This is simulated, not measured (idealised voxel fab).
process module | voxel capacitor over wiring
cross-section cut | 265 nm wide | cells 5 nm
A cross-section is a grid of square cells, given in bands from the top down. A band is one or more rows of cells.
Each band's line starts with the height of the band's top and of its bottom, in nm. Then come its materials from left to right, each with its width in nm. One material with "throughout" fills the band from edge to edge. "air" is empty space.
Height 0 is the level under which the wafer as received is all one material. The lowest band goes on downwards, as in "0 down".
A width such as "30 to 40" changes by the same amount from each row of cells to the next, from the band's top row to its bottom row.
"no change" after a step means that no cell of the cross-section changed.
closed voids: empty space of 8 cells or more with no open way to the top, each as width x height at its distance from the left edge, in nm
after a step's settings: what the simulator itself notes on the step
overlay nm, on a step with a mask: how far to the right of its planned place the mask lay; to the left if negative
plan
1 op RECEIVE | material Si
2 op CONFORMAL_DEP | material SiO2 | thk nm 10
3 op DIRECTIONAL_DEP | material TiN | thk nm 5
4 op DIRECTIONAL_DEP | material W | thk nm 20
5 op PATTERN | tone cover | mask id METAL_1 | material resist | width nm 25 | pitch nm 75 | thk nm 20 | overlay nm 0
6 op DIRECTIONAL_ETCH | etch materials W | depth nm 20
7 op DIRECTIONAL_ETCH | etch materials TiN | depth nm 5
8 op STRIP | etch materials resist
9 op FILL_DEP | material lowk | thk nm 10
10 op CMP | height nm 35
11 op CONFORMAL_DEP | material SiCN | thk nm 5
12 op DIRECTIONAL_DEP | material lowk | thk nm 20
13 op DIRECTIONAL_DEP | material aC | thk nm 15
14 op PATTERN | tone open | mask id PLUG_1 | material resist | width nm 15 | thk nm 30 | overlay nm 0
15 op DIRECTIONAL_ETCH | etch materials aC | depth nm 15
16 op STRIP | etch materials resist
17 op DIRECTIONAL_ETCH | etch materials lowk | depth nm 20
18 op DIRECTIONAL_ETCH | etch materials SiCN | depth nm 5
19 op STRIP | etch materials aC
20 op EPI | material Ru | thk nm 10
21 op EPI | material Ru | thk nm 10
22 op EPI | material Ru | thk nm 5
23 op DIRECTIONAL_DEP | material TiN | thk nm 5
24 op DIRECTIONAL_DEP | material SiN | thk nm 5
25 op DIRECTIONAL_DEP | material TiN | thk nm 10
26 op DIRECTIONAL_DEP | material aC | thk nm 15
27 op PATTERN | tone cover | mask id UPPER_PLATE | material resist | width nm 55 | thk nm 30 | overlay nm 0
28 op DIRECTIONAL_ETCH | etch materials aC | depth nm 15
29 op STRIP | etch materials resist
30 op DIRECTIONAL_ETCH | etch materials TiN | depth nm 10
31 op DIRECTIONAL_ETCH | etch materials SiN | depth nm 5
32 op STRIP | etch materials aC
33 op MASKED_ETCH | tone cover | mask id LOWER_PLATE | width nm 65 | etch materials TiN | depth nm 5 | overlay nm 0
34 op FILL_DEP | material SiO2 | thk nm 15
35 op CMP | height nm 90
36 op DIRECTIONAL_DEP | material aC | thk nm 15
37 op PATTERN | tone open | mask id PLUG_2 | material resist | width nm 15 | thk nm 30 | overlay nm 0
38 op DIRECTIONAL_ETCH | etch materials aC | depth nm 15
39 op STRIP | etch materials resist
40 op DIRECTIONAL_ETCH | etch materials SiO2 | depth nm 10
41 op STRIP | etch materials aC
42 op CONFORMAL_DEP | material TiN | thk nm 5
43 op FILL_DEP | material W | thk nm 10
44 op CMP | height nm 90
45 op CONFORMAL_DEP | material SiCN | thk nm 5
as received, after step 1
  0 down: Si throughout
  closed voids: none
a wafer at the end: this start, this plan, one mistake
  95 to 90: SiCN throughout
  90 to 85: SiO2 100 | TiN 5 | W 5 | TiN 5 | SiO2 150
  85 to 80: SiO2 100 | TiN 15 | SiO2 150
  80 to 70: SiO2 90 | TiN 55 | SiO2 120
  70 to 65: SiO2 90 | SiN 55 | SiO2 120
  65 to 60: SiO2 85 | TiN 65 | SiO2 115
  60 to 40: lowk 85 | Ru 25 | lowk 155
  40 to 35: SiCN 85 | Ru 25 | SiCN 155
  35 to 15: lowk 80 | W 25 | lowk 50 | W 25 | lowk 85
  15 to 10: lowk 80 | TiN 25 | lowk 50 | TiN 25 | lowk 85
  10 to 0: SiO2 throughout
  0 down: Si throughout
  closed voids: none
what went wrong: step 14 ran as: op PATTERN | tone open | mask id PLUG_1 | material resist | width nm 25 | thk nm 30 | overlay nm 0
